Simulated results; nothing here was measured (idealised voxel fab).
Documented hereafter: the process module known as voxel ribs on slabs.
Displayed cross-section: cut, width of 265 nm, square cells sized 5 nm.
Cross-section, as written here: a square-cell grid given band by band from the top down, where a band holds one or more rows of cells.
Within each band entry, the heights of the top and of the bottom of the band appear first, in that order and in nm; the materials of the band then follow from left to right, each with its corresponding width in nm. The designation "throughout" on a single material indicates that it fills the band from edge to edge; the designation "empty" indicates empty space.
Height datum 0, below which the as-received substrate wafer is one material. Lowest band open at the bottom, running downward: "0..down".
The expression "30..40" gives the width at the extremes of the band, the first number at its top row of cells and the second at its bottom row, with the width changing by equal amounts from each row to the next in between.
Any step labelled "no alteration" changed none of the cells in the cross-section.
In the "Enclosed internal voids" entry, you get each enclosed empty space of 8 cells or more, one with no open way to the top, written width x height at distance, distance from the left edge, in nm.
On a step's line, text after the settings is the simulator commenting on that step.
If you see "overlay nm" on a step's line and that step has a mask, it's telling you how far right of where it was planned the mask ended up; a negative number means it went left instead.

The process steps that were planned are listed below:
1: RECEIVE: material Si
2: DIRECTIONAL_DEP: material SiO2, thk nm 25
3: DIRECTIONAL_DEP: material polySi, thk nm 15
4: DIRECTIONAL_DEP: material aC, thk nm 15
5: PATTERN: tone cover, mask id RIB, material resist, width nm 20, thk nm 30, overlay nm 0
6: DIRECTIONAL_ETCH: etch materials aC, depth nm 15
7: STRIP: etch materials resist
8: DIRECTIONAL_ETCH: etch materials polySi, depth nm 5
9: STRIP: etch materials aC
10: DIRECTIONAL_DEP: material aC, thk nm 10
11: PATTERN: tone cover, mask id SLAB, material resist, width nm 50, thk nm 25, overlay nm 0
12: DIRECTIONAL_ETCH: etch materials aC, depth nm 10
13: STRIP: etch materials resist
14: DIRECTIONAL_ETCH: etch materials polySi, depth nm 10
15: STRIP: etch materials aC
16: FILL_DEP: material SiO2, thk nm 30
17: CMP: height nm 60
18: DIRECTIONAL_DEP: material W, thk nm 10
19: MASKED_ETCH: tone cover, mask id HEATER, width nm 30, etch materials W, depth nm 10, overlay nm 0
20: CONFORMAL_DEP: material SiO2, thk nm 10

So, the first of our two wafers, run just as we planned it:

Incoming wafer, cross-sectional view, post step 1:
	0..down: Si throughout
	Enclosed internal voids: none

After step 2: wafer cross-section:
	25..0: SiO2 throughout
	No changes below 0.

After step 3: wafer cross-section:
	40..25: polySi throughout
	No changes below 25.

After step 4: wafer cross-section:
	55..40: aC throughout
	No changes below 40.

After step 5: wafer cross-section:
	85..55: 120 empty, then 20 resist, then 125 empty
	No changes below 55.

After step 6: wafer cross-section:
	70..55: 120 empty, then 20 resist, then 125 empty
	55..40: 120 empty, then 20 aC, then 125 empty
	No changes below 40.

After step 7: wafer cross-section:
	55..40: 120 empty, then 20 aC, then 125 empty
	No changes below 40.

After step 8: wafer cross-section:
	55..40: 120 empty, then 20 aC, then 125 empty
	40..35: 120 empty, then 20 polySi, then 125 empty
	No changes below 35.

After step 9: wafer cross-section:
	40..35: 120 empty, then 20 polySi, then 125 empty
	No changes below 35.

After step 10: wafer cross-section:
	50..45: 120 empty, then 20 aC, then 125 empty
	45..40: aC throughout
	40..35: 120 aC, then 20 polySi, then 125 aC
	No changes below 35.

After step 11: wafer cross-section:
	75..50: 105 empty, then 50 resist, then 110 empty
	50..45: 105 empty, then 15 resist, then 20 aC, then 15 resist, then 110 empty
	No changes below 45.

After step 12: wafer cross-section:
	65..50: 105 empty, then 50 resist, then 110 empty
	50..45: 105 empty, then 15 resist, then 20 aC, then 15 resist, then 110 empty
	45..40: 105 empty, then 50 aC, then 110 empty
	40..35: 105 empty, then 15 aC, then 20 polySi, then 15 aC, then 110 empty
	No changes below 35.

After step 13: wafer cross-section:
	50..40: 120..105 empty, then 20..50 aC, then 125..110 empty
	No changes below 40.

After step 14: wafer cross-section:
	50..40: 120..105 empty, then 20..50 aC, then 125..110 empty
	40..35: 105 empty, then 15 aC, then 20 polySi, then 15 aC, then 110 empty
	35..25: 105 empty, then 50 polySi, then 110 empty
	No changes below 25.

After step 15: wafer cross-section:
	40..35: 120 empty, then 20 polySi, then 125 empty
	No changes below 35.

After step 16: wafer cross-section:
	70..40: SiO2 throughout
	40..35: 120 SiO2, then 20 polySi, then 125 SiO2
	35..25: 105 SiO2, then 50 polySi, then 110 SiO2
	No changes below 25.

After step 17: wafer cross-section:
	60..40: SiO2 throughout
	No changes below 40.

After step 18: wafer cross-section:
	70..60: W throughout
	No changes below 60.

After step 19: wafer cross-section:
	70..60: 115 empty, then 30 W, then 120 empty
	No changes below 60.

After step 20: wafer cross-section:
	80..70: 105 empty, then 50 SiO2, then 110 empty
	70..60: 115 SiO2, then 30 W, then 120 SiO2
	No changes below 60.

It is to be noted that the second wafer proceeded from the same initial state and according to the same plan as the first, although one mistake was committed in its execution; through step 19, inclusive, the two wafers share an identical history:

Cross-section of the second wafer at the time by which step 20 should have been completed according to the plan: no alteration
Error vs. plan: plan step 20 never ran because it was skipped
The second wafer ends with more or fewer cells of some materials than the first, per final count: -114 SiO2
